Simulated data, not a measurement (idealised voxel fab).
Process module name: voxel capacitor over wiring
The cross-section on display is named cut; it measures 240 nm wide, and its cells are 5 nm squares.
This document writes a cross-section as a grid whose cells are square, and gives it as bands, listed from the top down; one or more rows of cells form a band. Look at the band entry: it leads with the top's height and the bottom's height in nm. Then it lists the materials left to right, with a width in nm for each. The word "all across" on a single material says that material fills the band edge to edge. The word "blank" is empty space. The level at which height equals 0 is the one under which the wafer, as it arrives, is entirely one material. No lower edge exists for the bottom band, which continues downward and is notated as in "0..down". Width: "30->40" (first number = top row, second number = bottom row, same change from row to row of cells). "everything unchanged" (step): cross-section cells unchanged, all of them. For the entry "Non-vented voids", the listed items are empty spaces with no open way to the top whose size is 8 cells or more; each item follows the pattern width x height at distance, where distance is from the left edge and all three are in nm. The remark found on a step's line after its settings is issued by the simulator itself and pertains to that step. If you see "overlay nm" on a step's line and that step has a mask, it's telling you how far right of where it was planned the mask ended up; a negative number means it went left instead.
# Process steps - plan
1,op RECEIVE | material Si
2,op CONFORMAL_DEP | material SiO2 | thk nm 10
3,op DIRECTIONAL_DEP | material TiN | thk nm 5
4,op DIRECTIONAL_DEP | material Ru | thk nm 15
5,op DIRECTIONAL_DEP | material aC | thk nm 15
6,op PATTERN | tone cover | mask id METAL_1 | material resist | width nm 30 | pitch nm 85 | thk nm 35 | overlay nm 0
7,op DIRECTIONAL_ETCH | etch materials aC | depth nm 15
8,op STRIP | etch materials resist
9,op DIRECTIONAL_ETCH | etch materials Ru | depth nm 15
10,op DIRECTIONAL_ETCH | etch materials TiN | depth nm 5
11,op STRIP | etch materials aC
12,op CONFORMAL_DEP | material SiCN | thk nm 5
13,op FILL_DEP | material lowk | thk nm 5
14,op CMP | height nm 30
15,op CONFORMAL_DEP | material SiCN | thk nm 5
16,op DIRECTIONAL_DEP | material SiO2 | thk nm 20
17,op MASKED_ETCH | tone open | mask id PLUG_1 | width nm 15 | etch materials SiO2 | depth nm 20 | overlay nm 0
18,op MASKED_ETCH | tone open | mask id PLUG_1 | width nm 15 | etch materials SiCN | depth nm 5 | overlay nm 0
19,op EPI | material Ru | thk nm 10
20,op EPI | material Ru | thk nm 10
21,op EPI | material Ru | thk nm 5
22,op DIRECTIONAL_DEP | material TiN | thk nm 10
23,op DIRECTIONAL_DEP | material Al2O3 | thk nm 5
24,op DIRECTIONAL_DEP | material TiN | thk nm 10
25,op DIRECTIONAL_DEP | material aC | thk nm 15
26,op PATTERN | tone cover | mask id UPPER_PLATE | material resist | width nm 60 | thk nm 30 | overlay nm 0
27,op DIRECTIONAL_ETCH | etch materials aC | depth nm 15
28,op STRIP | etch materials resist
29,op DIRECTIONAL_ETCH | etch materials TiN | depth nm 10
30,op DIRECTIONAL_ETCH | etch materials Al2O3 | depth nm 5
31,op STRIP | etch materials aC
32,op PATTERN | tone cover | mask id LOWER_PLATE | material resist | width nm 70 | thk nm 15 | overlay nm 0
33,op DIRECTIONAL_ETCH | etch materials TiN | depth nm 10
34,op STRIP | etch materials resist
35,op FILL_DEP | material SiO2 | thk nm 15
36,op CMP | height nm 90
37,op PATTERN | tone open | mask id PLUG_2 | material resist | width nm 15 | thk nm 20 | overlay nm 0
38,op DIRECTIONAL_ETCH | etch materials SiO2 | depth nm 10
39,op STRIP | etch materials resist
40,op CONFORMAL_DEP | material TiN | thk nm 5
41,op FILL_DEP | material W | thk nm 10
42,op CMP | height nm 90
43,op CONFORMAL_DEP | material SiN | thk nm 5
# What follows covers the first of two wafers; it ran as planned
# Cross-section of the wafer as it came to us, i.e., already through step 1
  0..down  Si all across
  Non-vented voids: none
# After step 2: wafer cross-section
  10..0  SiO2 all across
  Below 0 it's all the same as before, nothing changed down there.
# After step 3: wafer cross-section
  15..10  TiN all across
  Below 10 it's all the same as before, nothing changed down there.
# After step 4: wafer cross-section
  30..15  Ru all across
  Below 15 it's all the same as before, nothing changed down there.
# After step 5: wafer cross-section
  45..30  aC all across
  Below 30 it's all the same as before, nothing changed down there.
# After step 6: wafer cross-section
  80..45  60 of blank; 30 of resist; 55 of blank; 30 of resist; 65 of blank
  Below 45 it's all the same as before, nothing changed down there.
# After step 7: wafer cross-section
  65..45  60 of blank; 30 of resist; 55 of blank; 30 of resist; 65 of blank
  45..30  60 of blank; 30 of aC; 55 of blank; 30 of aC; 65 of blank
  Below 30 it's all the same as before, nothing changed down there.
# After step 8: wafer cross-section
  45..30  60 of blank; 30 of aC; 55 of blank; 30 of aC; 65 of blank
  Below 30 it's all the same as before, nothing changed down there.
# After step 9: wafer cross-section
  45..30  60 of blank; 30 of aC; 55 of blank; 30 of aC; 65 of blank
  30..15  60 of blank; 30 of Ru; 55 of blank; 30 of Ru; 65 of blank
  Below 15 it's all the same as before, nothing changed down there.
# After step 10: wafer cross-section
  45..30  60 of blank; 30 of aC; 55 of blank; 30 of aC; 65 of blank
  30..15  60 of blank; 30 of Ru; 55 of blank; 30 of Ru; 65 of blank
  15..10  60 of blank; 30 of TiN; 55 of blank; 30 of TiN; 65 of blank
  Below 10 it's all the same as before, nothing changed down there.
# After step 11: wafer cross-section
  30..15  60 of blank; 30 of Ru; 55 of blank; 30 of Ru; 65 of blank
  Below 15 it's all the same as before, nothing changed down there.
# After step 12: wafer cross-section
  35..30  55 of blank; 40 of SiCN; 45 of blank; 40 of SiCN; 60 of blank
  30..15  55 of blank; 5 of SiCN; 30 of Ru; 5 of SiCN; 45 of blank; 5 of SiCN; 30 of Ru; 5 of SiCN; 60 of blank
  15..10  60 of SiCN; 30 of TiN; 55 of SiCN; 30 of TiN; 65 of SiCN
  Below 10 it's all the same as before, nothing changed down there.
# After step 13: wafer cross-section
  40..35  lowk all across
  35..30  55 of lowk; 40 of SiCN; 45 of lowk; 40 of SiCN; 60 of lowk
  30..15  55 of lowk; 5 of SiCN; 30 of Ru; 5 of SiCN; 45 of lowk; 5 of SiCN; 30 of Ru; 5 of SiCN; 60 of lowk
  Below 15 it's all the same as before, nothing changed down there.
# After step 14: wafer cross-section
  30..15  55 of lowk; 5 of SiCN; 30 of Ru; 5 of SiCN; 45 of lowk; 5 of SiCN; 30 of Ru; 5 of SiCN; 60 of lowk
  Below 15 it's all the same as before, nothing changed down there.
# After step 15: wafer cross-section
  35..30  SiCN all across
  Below 30 it's all the same as before, nothing changed down there.
# After step 16: wafer cross-section
  55..35  SiO2 all across
  Below 35 it's all the same as before, nothing changed down there.
# After step 17: wafer cross-section
  55..35  75 of SiO2; 15 of blank; 150 of SiO2
  Below 35 it's all the same as before, nothing changed down there.
# After step 18: wafer cross-section
  55..35  75 of SiO2; 15 of blank; 150 of SiO2
  35..30  75 of SiCN; 15 of blank; 150 of SiCN
  Below 30 it's all the same as before, nothing changed down there.
# After step 19: wafer cross-section
  55..40  75 of SiO2; 15 of blank; 150 of SiO2
  40..35  75 of SiO2; 15 of Ru; 150 of SiO2
  35..30  75 of SiCN; 15 of Ru; 150 of SiCN
  Below 30 it's all the same as before, nothing changed down there.
# After step 20: wafer cross-section
  55..50  75 of SiO2; 15 of blank; 150 of SiO2
  50..35  75 of SiO2; 15 of Ru; 150 of SiO2
  Below 35 it's all the same as before, nothing changed down there.
# After step 21: wafer cross-section
  55..35  75 of SiO2; 15 of Ru; 150 of SiO2
  Below 35 it's all the same as before, nothing changed down there.
# After step 22: wafer cross-section
  65..55  TiN all across
  Below 55 it's all the same as before, nothing changed down there.
# After step 23: wafer cross-section
  70..65  Al2O3 all across
  Below 65 it's all the same as before, nothing changed down there.
# After step 24: wafer cross-section
  80..70  TiN all across
  Below 70 it's all the same as before, nothing changed down there.
# After step 25: wafer cross-section
  95..80  aC all across
  Below 80 it's all the same as before, nothing changed down there.
# After step 26: wafer cross-section
  125..95  75 of blank; 60 of resist; 105 of blank
  Below 95 it's all the same as before, nothing changed down there.
# After step 27: wafer cross-section
  110..95  75 of blank; 60 of resist; 105 of blank
  95..80  75 of blank; 60 of aC; 105 of blank
  Below 80 it's all the same as before, nothing changed down there.
# After step 28: wafer cross-section
  95..80  75 of blank; 60 of aC; 105 of blank
  Below 80 it's all the same as before, nothing changed down there.
# After step 29: wafer cross-section
  95..80  75 of blank; 60 of aC; 105 of blank
  80..70  75 of blank; 60 of TiN; 105 of blank
  Below 70 it's all the same as before, nothing changed down there.
# After step 30: wafer cross-section
  95..80  75 of blank; 60 of aC; 105 of blank
  80..70  75 of blank; 60 of TiN; 105 of blank
  70..65  75 of blank; 60 of Al2O3; 105 of blank
  Below 65 it's all the same as before, nothing changed down there.
# After step 31: wafer cross-section
  80..70  75 of blank; 60 of TiN; 105 of blank
  Below 70 it's all the same as before, nothing changed down there.
# After step 32: wafer cross-section
  95..80  70 of blank; 70 of resist; 100 of blank
  80..70  70 of blank; 5 of resist; 60 of TiN; 5 of resist; 100 of blank
  70..65  70 of blank; 5 of resist; 60 of Al2O3; 5 of resist; 100 of blank
  Below 65 it's all the same as before, nothing changed down there.
# After step 33: wafer cross-section
  95..80  70 of blank; 70 of resist; 100 of blank
  80..70  70 of blank; 5 of resist; 60 of TiN; 5 of resist; 100 of blank
  70..65  70 of blank; 5 of resist; 60 of Al2O3; 5 of resist; 100 of blank
  65..55  70 of blank; 70 of TiN; 100 of blank
  Below 55 it's all the same as before, nothing changed down there.
# After step 34: wafer cross-section
  80..70  75 of blank; 60 of TiN; 105 of blank
  70..65  75 of blank; 60 of Al2O3; 105 of blank
  Below 65 it's all the same as before, nothing changed down there.
# After step 35: wafer cross-section
  95..80  SiO2 all across
  80..70  75 of SiO2; 60 of TiN; 105 of SiO2
  70..65  75 of SiO2; 60 of Al2O3; 105 of SiO2
  65..55  70 of SiO2; 70 of TiN; 100 of SiO2
  Below 55 it's all the same as before, nothing changed down there.
# After step 36: wafer cross-section
  90..80  SiO2 all across
  Below 80 it's all the same as before, nothing changed down there.
# After step 37: wafer cross-section
  110..90  85 of resist; 15 of blank; 140 of resist
  Below 90 it's all the same as before, nothing changed down there.
# After step 38: wafer cross-section
  110..90  85 of resist; 15 of blank; 140 of resist
  90..80  85 of SiO2; 15 of blank; 140 of SiO2
  Below 80 it's all the same as before, nothing changed down there.
# After step 39: wafer cross-section
  90..80  85 of SiO2; 15 of blank; 140 of SiO2
  Below 80 it's all the same as before, nothing changed down there.
# After step 40: wafer cross-section
  95..90  90 of TiN; 5 of blank; 145 of TiN
  90..85  85 of SiO2; 5 of TiN; 5 of blank; 5 of TiN; 140 of SiO2
  85..80  85 of SiO2; 15 of TiN; 140 of SiO2
  Below 80 it's all the same as before, nothing changed down there.
# After step 41: wafer cross-section
  105..95  W all across
  95..90  90 of TiN; 5 of W; 145 of TiN
  90..85  85 of SiO2; 5 of TiN; 5 of W; 5 of TiN; 140 of SiO2
  Below 85 it's all the same as before, nothing changed down there.
# After step 42: wafer cross-section
  90..85  85 of SiO2; 5 of TiN; 5 of W; 5 of TiN; 140 of SiO2
  Below 85 it's all the same as before, nothing changed down there.
# After step 43: wafer cross-section
  95..90  SiN all across
  Below 90 it's all the same as before, nothing changed down there.
# The second wafer began exactly as the first did and followed the same plan, but one mistake was made while running it; through step 31 inclusive, the two wafers are identical
# Second wafer: cross-section at the scheduled end of step 32
  95..80  70 of blank; 75 of resist; 95 of blank
  80..70  70 of blank; 5 of resist; 60 of TiN; 10 of resist; 95 of blank
  70..65  70 of blank; 5 of resist; 60 of Al2O3; 10 of resist; 95 of blank
  Below 65 it's all the same as before, nothing changed down there.
# Second wafer: cross-section at the scheduled end of step 33
  95..80  70 of blank; 75 of resist; 95 of blank
  80..70  70 of blank; 5 of resist; 60 of TiN; 10 of resist; 95 of blank
  70..65  70 of blank; 5 of resist; 60 of Al2O3; 10 of resist; 95 of blank
  65..55  70 of blank; 75 of TiN; 95 of blank
  Below 55 it's all the same as before, nothing changed down there.
# Second wafer: cross-section at the scheduled end of step 34
  80..70  75 of blank; 60 of TiN; 105 of blank
  70..65  75 of blank; 60 of Al2O3; 105 of blank
  Below 65 it's all the same as before, nothing changed down there.
# Second wafer: cross-section at the scheduled end of step 35
  95..80  SiO2 all across
  80..70  75 of SiO2; 60 of TiN; 105 of SiO2
  70..65  75 of SiO2; 60 of Al2O3; 105 of SiO2
  65..55  70 of SiO2; 75 of TiN; 95 of SiO2
  Below 55 it's all the same as before, nothing changed down there.
# Second wafer: cross-section at the scheduled end of step 36
  90..80  SiO2 all across
  Below 80 it's all the same as before, nothing changed down there.
# Second wafer: cross-section at the scheduled end of step 37
  110..90  85 of resist; 15 of blank; 140 of resist
  Below 90 it's all the same as before, nothing changed down there.
# Second wafer: cross-section at the scheduled end of step 38
  110..90  85 of resist; 15 of blank; 140 of resist
  90..80  85 of SiO2; 15 of blank; 140 of SiO2
  Below 80 it's all the same as before, nothing changed down there.
# Second wafer: cross-section at the scheduled end of step 39
  90..80  85 of SiO2; 15 of blank; 140 of SiO2
  Below 80 it's all the same as before, nothing changed down there.
# Second wafer: cross-section at the scheduled end of step 40
  95..90  90 of TiN; 5 of blank; 145 of TiN
  90..85  85 of SiO2; 5 of TiN; 5 of blank; 5 of TiN; 140 of SiO2
  85..80  85 of SiO2; 15 of TiN; 140 of SiO2
  Below 80 it's all the same as before, nothing changed down there.
# Second wafer: cross-section at the scheduled end of step 41
  105..95  W all across
  95..90  90 of TiN; 5 of W; 145 of TiN
  90..85  85 of SiO2; 5 of TiN; 5 of W; 5 of TiN; 140 of SiO2
  Below 85 it's all the same as before, nothing changed down there.
# Second wafer: cross-section at the scheduled end of step 42
  90..85  85 of SiO2; 5 of TiN; 5 of W; 5 of TiN; 140 of SiO2
  Below 85 it's all the same as before, nothing changed down there.
# Second wafer: cross-section at the scheduled end of step 43
  95..90  SiN all across
  Below 90 it's all the same as before, nothing changed down there.
Which mistake was made when the wafer was run? step 32 off recipe, ran as op PATTERN | tone cover | mask id LOWER_PLATE | material resist | width nm 75 | thk nm 15 | overlay nm 0
Final comparison by cell count, materials where the second wafer has more or fewer than the first: SiO2 -2 | TiN +2
